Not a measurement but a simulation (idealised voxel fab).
The process module that follows is named voxel trench capacitor.
Each square cell in cross-section cut measures 5 nm, and the section as a whole is 200 nm wide.
A cross-section in this document is a grid of square cells, and it is written down as bands, the top band listed before the ones below it; a band is made up of one or more rows of cells. Read a band's entry like this: the first values are the height of its top and the height of its bottom in nm, and what follows is the sequence of materials from left to right, each with its width in nm. Note that "empty" is empty space, and that a single material marked "full width" reaches across the band from edge to edge. Below 0: as-received wafer, all one material; heights counted from there. Lowest band: no bottom, goes on down, written "0 and below". Note: "30 to 40" means the width goes from the first number (top row of the band) to the second number (bottom row) in equal steps per row of cells. It should be understood that the words "left unchanged", when stated for a given step, signify that the cross-section underwent no change in any of its cells during that step. Closed-off voids of 8+ cells (no open route to the top) go in "Cavities, sealed", written width x height at distance from the left edge, in nm. Past the settings on a step's line: simulator remark, on that step. "overlay nm" answers the question of how far to the right of plan the mask lay on a step that has a mask, and when it is negative the answer is to the left.

INTENDED PROCESS STEPS
1) RECEIVE (material Si)
2) CONFORMAL_DEP (material SiN; thk nm 5)
3) PATTERN (tone open; mask id TRENCH; material resist; width nm 30; pitch nm 45; thk nm 15; overlay nm 0)
4) DIRECTIONAL_ETCH (etch materials SiN; depth nm 5)
5) DIRECTIONAL_ETCH (etch materials Si; depth nm 35)
6) STRIP (etch materials resist)
7) CONFORMAL_DEP (material Al2O3; thk nm 5)
8) CONFORMAL_DEP (material TiN; thk nm 5)
9) FILL_DEP (material W; thk nm 5)
10) CMP (height nm 5)

CROSS-SECTION, INCOMING MATERIAL, AFTER STEP 1
* 0 and below | Si full width
* Cavities, sealed: none

FIRST OF TWO WAFERS: CROSS-SECTION AT END OF MODULE, RUN PER PLAN
* 5 down to 0 | SiN: 60; Al2O3: 5; TiN: 5; W: 10; TiN: 5; Al2O3: 5; SiN: 15; Al2O3: 5; TiN: 5; W: 10; TiN: 5; Al2O3: 5; SiN: 65
* 0 down to -25 | Si: 60; Al2O3: 5; TiN: 5; W: 10; TiN: 5; Al2O3: 5; Si: 15; Al2O3: 5; TiN: 5; W: 10; TiN: 5; Al2O3: 5; Si: 65
* -25 down to -30 | Si: 60; Al2O3: 5; TiN: 20; Al2O3: 5; Si: 15; Al2O3: 5; TiN: 20; Al2O3: 5; Si: 65
* -30 down to -35 | Si: 60; Al2O3: 30; Si: 15; Al2O3: 30; Si: 65
* -35 and below | Si full width
* Cavities, sealed: none

CROSS-SECTION, WAFER TWO OF TWO, END OF MODULE: SAME START AND PLAN AS WAFER ONE, ONE ERROR IN EXECUTION
* 15 down to 10 | TiN: 70; W: 10; TiN: 35; W: 10; TiN: 75
* 10 down to 5 | Al2O3: 65; TiN: 5; W: 10; TiN: 5; Al2O3: 25; TiN: 5; W: 10; TiN: 5; Al2O3: 70
* 5 down to 0 | SiN: 60; Al2O3: 5; TiN: 5; W: 10; TiN: 5; Al2O3: 5; SiN: 15; Al2O3: 5; TiN: 5; W: 10; TiN: 5; Al2O3: 5; SiN: 65
* 0 down to -25 | Si: 60; Al2O3: 5; TiN: 5; W: 10; TiN: 5; Al2O3: 5; Si: 15; Al2O3: 5; TiN: 5; W: 10; TiN: 5; Al2O3: 5; Si: 65
* -25 down to -30 | Si: 60; Al2O3: 5; TiN: 20; Al2O3: 5; Si: 15; Al2O3: 5; TiN: 20; Al2O3: 5; Si: 65
* -30 down to -35 | Si: 60; Al2O3: 30; Si: 15; Al2O3: 30; Si: 65
* -35 and below | Si full width
* Cavities, sealed: none
What went wrong in running the wafer? planned and actual differ for step 10; actual: CMP (height nm 15)
Final cells, second wafer relative to first, materials higher or lower: 32 more of Al2O3; 40 more of TiN; 8 more of W
